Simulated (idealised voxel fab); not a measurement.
The process module presented herein is designated voxel self aligned contacts.
Xsec cut, 170 nm wide, square cell size 5 nm.
How to read a cross-section here: the picture is a grid of square cells, written as bands going from the top down, and any band can span one or more rows of cells. Look at the band entry: it leads with the top's height and the bottom's height in nm. Then it lists the materials left to right, with a width in nm for each. The word "full width" on a single material says that material fills the band edge to edge. The word "empty" is empty space. Height reference: 0 = level under which incoming wafer is all one material. Lowest band: no bottom, runs on downward, e.g. "0 nm and below". With a width like "30..40", each row of cells in the band differs from the next by the same amount, the top row carrying the first number and the bottom row the second. "identical to before" (step): cross-section cells unchanged, all of them. Reported under the label "Non-vented voids" are the empty spaces having no open way to the top and comprising 8 cells or more; the notation for each is width x height at distance, in which the distance is measured from the left edge and all three values are in nm. On each step's line, the part that comes after the settings is the simulator's own comment on the step. overlay nm: right-of-plan distance of the mask on a masked step; negative values mean left-of-plan.
## List of planned process steps
| 1 | RECEIVE with material Si |
| 2 | OXIDIZE with depth nm 5 |
| 3 | DIRECTIONAL_DEP with material polySi, thk nm 30 |
| 4 | DIRECTIONAL_DEP with material SiN, thk nm 20 |
| 5 | PATTERN with tone cover, mask id GATE, material resist, width nm 25, pitch nm 50, thk nm 20, overlay nm 0 |
| 6 | DIRECTIONAL_ETCH with etch materials SiN, depth nm 20 |
| 7 | DIRECTIONAL_ETCH with etch materials polySi, depth nm 30 |
| 8 | STRIP with etch materials resist |
| 9 | CONFORMAL_DEP with material SiN, thk nm 5 |
| 10 | DIRECTIONAL_ETCH with etch materials SiN, depth nm 5 |
| 11 | FILL_DEP with material SiO2, thk nm 15 |
| 12 | CMP with height nm 55 |
| 13 | MASKED_ETCH with tone open, mask id CONTACT, width nm 35, etch materials SiO2, depth nm 60, overlay nm 0 |
| 14 | CONFORMAL_DEP with material TiN, thk nm 5 |
| 15 | FILL_DEP with material W, thk nm 10 |
| 16 | CMP with height nm 55 |
| 17 | CONFORMAL_DEP with material SiCN, thk nm 5 |
## as received, after step 1
	0 nm and below: Si full width
	Non-vented voids: none
## End-of-module cross-section of the first of two wafers, processed as planned
	60 nm to 55 nm: SiCN full width
	55 nm to 50 nm: SiO2: 65; TiN: 15; W: 5; TiN: 15; SiO2: 70
	50 nm to 30 nm: SiO2: 40; SiN: 35; TiN: 5; W: 5; TiN: 5; SiN: 35; SiO2: 45
	30 nm to 0 nm: SiO2: 40; SiN: 5; polySi: 25; SiN: 5; TiN: 5; W: 5; TiN: 5; SiN: 5; polySi: 25; SiN: 5; SiO2: 45
	0 nm to -5 nm: SiO2: 75; TiN: 15; SiO2: 80
	-5 nm and below: Si full width
	Non-vented voids: none
## Cross-section at end of module for the second wafer of two, which matched the first in starting point and plan and differed by one mistake in its processing
	60 nm to 55 nm: SiCN full width
	55 nm to 50 nm: SiO2: 65; TiN: 15; W: 5; TiN: 15; SiO2: 70
	50 nm to 40 nm: SiO2: 40; SiN: 35; TiN: 5; W: 5; TiN: 5; SiN: 35; SiO2: 45
	40 nm to 35 nm: SiO2: 40; SiN: 35; TiN: 15; SiN: 35; SiO2: 45
	35 nm to 30 nm: SiN full width
	30 nm to 0 nm: polySi full width
	0 nm to -5 nm: SiO2 full width
	-5 nm and below: Si full width
	Non-vented voids: none
The plan and the run diverged here: step 6 was not run as planned; what actually ran was DIRECTIONAL_ETCH with etch materials SiN, depth nm 15
End check, counted in cells, second wafer has more or fewer of these materials than the first: SiN -4, SiO2 -116, TiN -16, W -8, polySi +144
